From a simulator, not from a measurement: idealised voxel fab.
process module | voxel double patterning
Cross-section cut: width 160 nm, square cells of 5 nm.
We lay out every cross-section as a grid of square cells and spell it out in bands from the top down, where one band means one or more rows of cells. Band entry format. Leading values: height of top, height of bottom, nm. Remainder: materials in left-to-right order, each with its width in nm. Special words: "full width" on a single material, which then fills the band edge to edge; "blank", empty space. Heads up on the height convention: 0 is the point under which the incoming wafer is all one material, and the lowest band has no bottom, it just keeps going down, like "top 0, no bottom". The width entry "30..40" should be interpreted row by row: the top row of cells in the band takes the first number, the bottom row takes the second number, and the change between adjacent rows is uniform throughout. Reading "identical to before" for a step: not a cell of the cross-section changed in it. "Listed closed voids" lists enclosed empty spaces (at least 8 cells, no open path upward to the top), each as width x height at distance from the left edge, in nm. after a step's settings: what the simulator itself notes on the step. Steps that use a mask can have "overlay nm" on their line. It says how far the mask sat to the right of where it was meant to be. Negative means to the left.
The process steps that were planned are listed below
| 1 | RECEIVE with material Si |
| 2 | CONFORMAL_DEP with material SiN, thk nm 5 |
| 3 | DIRECTIONAL_DEP with material SiO2, thk nm 20 |
| 4 | DIRECTIONAL_DEP with material SiCN, thk nm 5 |
| 5 | DIRECTIONAL_DEP with material aC, thk nm 15 |
| 6 | PATTERN with tone open, mask id FIRST, material resist, width nm 15, pitch nm 50, thk nm 30, overlay nm 0 |
| 7 | DIRECTIONAL_ETCH with etch materials aC, depth nm 15 |
| 8 | STRIP with etch materials resist |
| 9 | DIRECTIONAL_ETCH with etch materials SiCN, depth nm 5 |
| 10 | STRIP with etch materials aC |
| 11 | DIRECTIONAL_DEP with material aC, thk nm 10 |
| 12 | PATTERN with tone open, mask id SECOND, material resist, width nm 15, thk nm 25, overlay nm 0 |
| 13 | DIRECTIONAL_ETCH with etch materials aC, depth nm 10 |
| 14 | STRIP with etch materials resist |
| 15 | DIRECTIONAL_ETCH with etch materials SiCN, depth nm 5 |
| 16 | STRIP with etch materials aC |
| 17 | DIRECTIONAL_ETCH with etch materials SiO2, depth nm 20 |
| 18 | STRIP with etch materials SiCN |
Wafer at receipt (post step 1), cross-section
- top 0, no bottom = Si full width
- Listed closed voids: none
Looking at the first of two wafers in cross-section at end of module - ran to plan
- top 25, bottom 5 = SiO2: 45 | blank: 15 | SiO2: 10 | blank: 15 | SiO2: 10 | blank: 15 | SiO2: 50
- top 5, bottom 0 = SiN full width
- top 0, no bottom = Si full width
- Listed closed voids: none
End-of-module cross-section of the second wafer: identical starting point and process plan to the first, with one processing mistake
- top 20, bottom 5 = SiO2: 45 | blank: 15 | SiO2: 10 | blank: 15 | SiO2: 10 | blank: 15 | SiO2: 50
- top 5, bottom 0 = SiN full width
- top 0, no bottom = Si full width
- Listed closed voids: none
Misprocessing identified: it should be noted that step 3 was executed with settings other than those planned, the operation and settings actually applied being DIRECTIONAL_DEP with material SiO2, thk nm 15
Wafer comparison, final, in cells, second relative to first, materials more or fewer: SiO2: 23 fewer
